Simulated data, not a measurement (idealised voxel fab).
process module | voxel fin reveal
cross-section cut | 235 nm wide | cells 5 nm
A cross-section is a grid of square cells, given in bands from the top down. A band is one or more rows of cells.
Each band's line starts with the height of the band's top and of its bottom, in nm. Then come its materials from left to right, each with its width in nm. One material with "throughout" fills the band from edge to edge. "air" is empty space.
Height 0 is the level under which the wafer as received is all one material. The lowest band goes on downwards, as in "0 down".
A width such as "30 to 40" changes by the same amount from each row of cells to the next, from the band's top row to its bottom row.
"no change" after a step means that no cell of the cross-section changed.
closed voids: empty space of 8 cells or more with no open way to the top, each as width x height at its distance from the left edge, in nm
after a step's settings: what the simulator itself notes on the step
overlay nm, on a step with a mask: how far to the right of its planned place the mask lay; to the left if negative
plan
1 op RECEIVE | material Si
2 op CONFORMAL_DEP | material SiN | thk nm 5
3 op PATTERN | tone cover | mask id FINS | material resist | width nm 15 | pitch nm 35 | thk nm 15 | overlay nm 0
4 op DIRECTIONAL_ETCH | etch materials SiN | depth nm 5
5 op DIRECTIONAL_ETCH | etch materials Si | depth nm 30
6 op STRIP | etch materials resist
7 op OXIDIZE | depth nm 5
8 op FILL_DEP | material SiO2 | thk nm 10
9 op CMP | height nm 5
10 op SELECTIVE_ETCH | etch materials SiO2 | depth nm 15
11 op STRIP | etch materials SiN
12 op CONFORMAL_DEP | material SiO2 | thk nm 5
as received, after step 1
  0 down: Si throughout
  closed voids: none
a wafer at the end: this start, this plan, one mistake
  5 to 0: air 90 | SiO2 15 | air 20 | SiO2 15 | air 95
  0 to -5: air 90 | SiO2 5 | Si 5 | SiO2 5 | air 20 | SiO2 5 | Si 5 | SiO2 5 | air 95
  -5 to -45: SiO2 95 | Si 5 | SiO2 30 | Si 5 | SiO2 100
  -45 down: Si throughout
  closed voids: none
what went wrong: step 5 ran as: op DIRECTIONAL_ETCH | etch materials Si | depth nm 40
